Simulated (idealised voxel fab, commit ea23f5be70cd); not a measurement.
process module | voxel transistor to metal
cross-section cut | 265 nm wide | cells 5 nm
A cross-section is a grid of square cells, given in bands from the top down. A band is one or more rows of cells.
Each band's line starts with the height of the band's top and of its bottom, in nm. Then come its materials from left to right, each with its width in nm. One material with "throughout" fills the band from edge to edge. "air" is empty space.
Height 0 is the level under which the wafer as received is all one material. The lowest band goes on downwards, as in "0 down".
A width such as "30 to 40" changes by the same amount from each row of cells to the next, from the band's top row to its bottom row.
"no change" after a step means that no cell of the cross-section changed.
closed voids: empty space of 8 cells or more with no open way to the top, each as width x height at its distance from the left edge, in nm
after a step's settings: what the simulator itself notes on the step
overlay nm, on a step with a mask: how far to the right of its planned place the mask lay; to the left if negative
plan
1 op RECEIVE | material Si
2 op CONFORMAL_DEP | material SiO2 | thk nm 5
3 op CONFORMAL_DEP | material SiN | thk nm 10
4 op PATTERN | tone cover | mask id ACTIVE | material resist | width nm 100 | pitch nm 125 | thk nm 20 | overlay nm 0
5 op DIRECTIONAL_ETCH | etch materials SiN | depth nm 10
6 op DIRECTIONAL_ETCH | etch materials SiO2 | depth nm 5
7 op DIRECTIONAL_ETCH | etch materials Si | depth nm 25
8 op STRIP | etch materials resist
9 op OXIDIZE | depth nm 5
10 op FILL_DEP | material SiO2 | thk nm 5
11 op CMP | height nm 15
12 op SELECTIVE_ETCH | etch materials SiO2 | depth nm 10
13 op STRIP | etch materials SiN
14 op SELECTIVE_ETCH | etch materials SiO2 | depth nm 5
15 op OXIDIZE | depth nm 5
16 op DIRECTIONAL_DEP | material polySi | thk nm 30
17 op DIRECTIONAL_DEP | material SiCN | thk nm 15
18 op DIRECTIONAL_DEP | material aC | thk nm 15
19 op PATTERN | tone cover | mask id GATE | material resist | width nm 20 | pitch nm 125 | thk nm 30 | overlay nm 0
20 op DIRECTIONAL_ETCH | etch materials aC | depth nm 15
21 op STRIP | etch materials resist
22 op DIRECTIONAL_ETCH | etch materials SiCN | depth nm 25
23 op DIRECTIONAL_ETCH | etch materials polySi | depth nm 40
24 op STRIP | etch materials aC
25 op CONFORMAL_DEP | material SiN | thk nm 10
26 op DIRECTIONAL_ETCH | etch materials SiN | depth nm 10
27 op DIRECTIONAL_ETCH | etch materials SiO2 | depth nm 5
28 op DIRECTIONAL_ETCH | etch materials Si | depth nm 10
29 op EPI | material SiGe | thk nm 15
30 op FILL_DEP | material SiO2 | thk nm 5
31 op CMP | height nm 45
32 op DIRECTIONAL_DEP | material SiO2 | thk nm 15
33 op DIRECTIONAL_DEP | material aC | thk nm 15
34 op PATTERN | tone open | mask id CONTACT | material resist | width nm 20 | thk nm 35 | overlay nm 0
35 op DIRECTIONAL_ETCH | etch materials aC | depth nm 15
36 op STRIP | etch materials resist
37 op DIRECTIONAL_ETCH | etch materials SiO2 | depth nm 60
38 op STRIP | etch materials aC
39 op CONFORMAL_DEP | material TiN | thk nm 5
40 op FILL_DEP | material Ru | thk nm 10
41 op CMP | height nm 60
42 op CONFORMAL_DEP | material SiN | thk nm 5
43 op DIRECTIONAL_DEP | material lowk | thk nm 20
44 op PATTERN | tone open | mask id METAL_1 | material resist | width nm 20 | thk nm 20 | overlay nm 0
45 op DIRECTIONAL_ETCH | etch materials lowk | depth nm 20
46 op DIRECTIONAL_ETCH | etch materials SiN | depth nm 5
47 op STRIP | etch materials resist
48 op CONFORMAL_DEP | material TiN | thk nm 5
49 op FILL_DEP | material Ru | thk nm 5
50 op CMP | height nm 85
51 op CONFORMAL_DEP | material SiCN | thk nm 5
52 op DIRECTIONAL_DEP | material lowk | thk nm 25
53 op DIRECTIONAL_DEP | material aC | thk nm 15
54 op PATTERN | tone open | mask id METAL_2_HOLES | material resist | width nm 15 | pitch nm 125 | thk nm 35 | overlay nm 0
55 op DIRECTIONAL_ETCH | etch materials aC | depth nm 15
56 op STRIP | etch materials resist
57 op DIRECTIONAL_ETCH | etch materials lowk | depth nm 25
58 op STRIP | etch materials aC
59 op PATTERN | tone open | mask id METAL_2 | material resist | width nm 20 | pitch nm 125 | thk nm 20 | overlay nm 0
60 op DIRECTIONAL_ETCH | etch materials lowk | depth nm 15
61 op DIRECTIONAL_ETCH | etch materials SiCN | depth nm 5
62 op STRIP | etch materials resist
63 op CONFORMAL_DEP | material TiN | thk nm 5
64 op FILL_DEP | material Ru | thk nm 10
65 op CMP | height nm 115
66 op CONFORMAL_DEP | material SiN | thk nm 5
as received, after step 1
  0 down: Si throughout
  closed voids: none
first wafer at the end, as planned
  120 to 115: SiN throughout
  115 to 105: lowk 25 | TiN 5 | Ru 10 | TiN 5 | lowk 105 | TiN 5 | Ru 10 | TiN 5 | lowk 95
  105 to 100: lowk 25 | TiN 5 | Ru 5 | TiN 10 | lowk 105 | TiN 5 | Ru 5 | TiN 10 | lowk 95
  100 to 90: lowk 25 | TiN 5 | Ru 5 | TiN 5 | lowk 110 | TiN 5 | Ru 5 | TiN 5 | lowk 100
  90 to 85: SiCN 25 | TiN 15 | SiCN 110 | TiN 15 | SiCN 100
  85 to 65: lowk 25 | TiN 5 | Ru 10 | TiN 5 | lowk 50 | TiN 5 | Ru 10 | TiN 5 | lowk 35 | TiN 5 | Ru 10 | TiN 5 | lowk 50 | TiN 5 | Ru 10 | TiN 5 | lowk 25
  65 to 60: SiN 25 | TiN 20 | SiN 50 | TiN 20 | SiN 35 | TiN 20 | SiN 50 | TiN 20 | SiN 25
  60 to 45: SiO2 25 | TiN 5 | Ru 10 | TiN 5 | SiO2 50 | TiN 5 | Ru 10 | TiN 5 | SiO2 35 | TiN 5 | Ru 10 | TiN 5 | SiO2 50 | TiN 5 | Ru 10 | TiN 5 | SiO2 25
  45 to 30: SiO2 25 | TiN 5 | Ru 10 | TiN 5 | SiO2 5 | SiN 10 | SiCN 20 | SiN 10 | SiO2 5 | TiN 5 | Ru 10 | TiN 5 | SiO2 35 | TiN 5 | Ru 10 | TiN 5 | SiO2 5 | SiN 10 | SiCN 20 | SiN 10 | SiO2 5 | TiN 5 | Ru 10 | TiN 5 | SiO2 25
  30 to 15: SiO2 25 | TiN 5 | Ru 10 | TiN 5 | SiO2 5 | SiN 10 | polySi 20 | SiN 10 | SiO2 5 | TiN 5 | Ru 10 | TiN 5 | SiO2 35 | TiN 5 | Ru 10 | TiN 5 | SiO2 5 | SiN 10 | polySi 20 | SiN 10 | SiO2 5 | TiN 5 | Ru 10 | TiN 5 | SiO2 25
  15 to 10: SiO2 25 | TiN 20 | SiO2 5 | SiN 10 | polySi 20 | SiN 10 | SiO2 5 | TiN 20 | SiO2 35 | TiN 20 | SiO2 5 | SiN 10 | polySi 20 | SiN 10 | SiO2 5 | TiN 20 | SiO2 25
  10 to 0: SiO2 25 | TiN 10 | SiGe 15 | SiN 10 | polySi 20 | SiN 10 | SiGe 15 | TiN 10 | SiO2 35 | TiN 10 | SiGe 15 | SiN 10 | polySi 20 | SiN 10 | SiGe 15 | TiN 10 | SiO2 25
  0 to -5: SiO2 20 | SiGe 30 | SiO2 40 | SiGe 30 | SiO2 25 | SiGe 30 | SiO2 40 | SiGe 30 | SiO2 20
  -5 to -15: SiO2 25 | SiGe 25 | Si 40 | SiGe 25 | SiO2 35 | SiGe 25 | Si 40 | SiGe 25 | SiO2 25
  -15 to -30: SiO2 25 | Si 90 | SiO2 35 | Si 90 | SiO2 25
  -30 down: Si throughout
  closed voids: none
second wafer at the end: like start, like plan, one mistake
  120 to 115: SiN throughout
  115 to 105: lowk 25 | TiN 5 | Ru 10 | TiN 5 | lowk 105 | TiN 5 | Ru 10 | TiN 5 | lowk 95
  105 to 100: lowk 25 | TiN 5 | Ru 5 | TiN 10 | lowk 105 | TiN 5 | Ru 5 | TiN 10 | lowk 95
  100 to 90: lowk 25 | TiN 5 | Ru 5 | TiN 5 | lowk 110 | TiN 5 | Ru 5 | TiN 5 | lowk 100
  90 to 85: SiCN 25 | TiN 15 | SiCN 110 | TiN 15 | SiCN 100
  85 to 65: lowk 25 | TiN 5 | Ru 10 | TiN 5 | lowk 50 | TiN 5 | Ru 10 | TiN 5 | lowk 35 | TiN 5 | Ru 10 | TiN 5 | lowk 50 | TiN 5 | Ru 10 | TiN 5 | lowk 25
  65 to 60: SiN 25 | TiN 20 | SiN 50 | TiN 20 | SiN 35 | TiN 20 | SiN 50 | TiN 20 | SiN 25
  60 to 45: SiO2 25 | TiN 5 | Ru 10 | TiN 5 | SiO2 50 | TiN 5 | Ru 10 | TiN 5 | SiO2 35 | TiN 5 | Ru 10 | TiN 5 | SiO2 50 | TiN 5 | Ru 10 | TiN 5 | SiO2 25
  45 to 30: SiO2 25 | TiN 5 | Ru 10 | TiN 5 | SiO2 5 | SiN 10 | SiCN 20 | SiN 10 | SiO2 5 | TiN 5 | Ru 10 | TiN 5 | SiO2 35 | TiN 5 | Ru 10 | TiN 5 | SiO2 5 | SiN 10 | SiCN 20 | SiN 10 | SiO2 5 | TiN 5 | Ru 10 | TiN 5 | SiO2 25
  30 to 5: SiO2 25 | TiN 5 | Ru 10 | TiN 5 | SiO2 5 | SiN 10 | polySi 20 | SiN 10 | SiO2 5 | TiN 5 | Ru 10 | TiN 5 | SiO2 35 | TiN 5 | Ru 10 | TiN 5 | SiO2 5 | SiN 10 | polySi 20 | SiN 10 | SiO2 5 | TiN 5 | Ru 10 | TiN 5 | SiO2 25
  5 to 0: SiO2 25 | TiN 20 | SiO2 5 | SiN 10 | polySi 20 | SiN 10 | SiO2 5 | TiN 20 | SiO2 35 | TiN 20 | SiO2 5 | SiN 10 | polySi 20 | SiN 10 | SiO2 5 | TiN 20 | SiO2 25
  0 to -10: SiO2 throughout
  -10 to -30: SiO2 25 | Si 90 | SiO2 35 | Si 90 | SiO2 25
  -30 down: Si throughout
  closed voids: none
what went wrong: step 15 ran as: op OXIDIZE | depth nm 10
at the end the second wafer has, in cells: 16 more of Ru | 4 more of Si | 88 fewer of SiGe | 68 more of SiO2
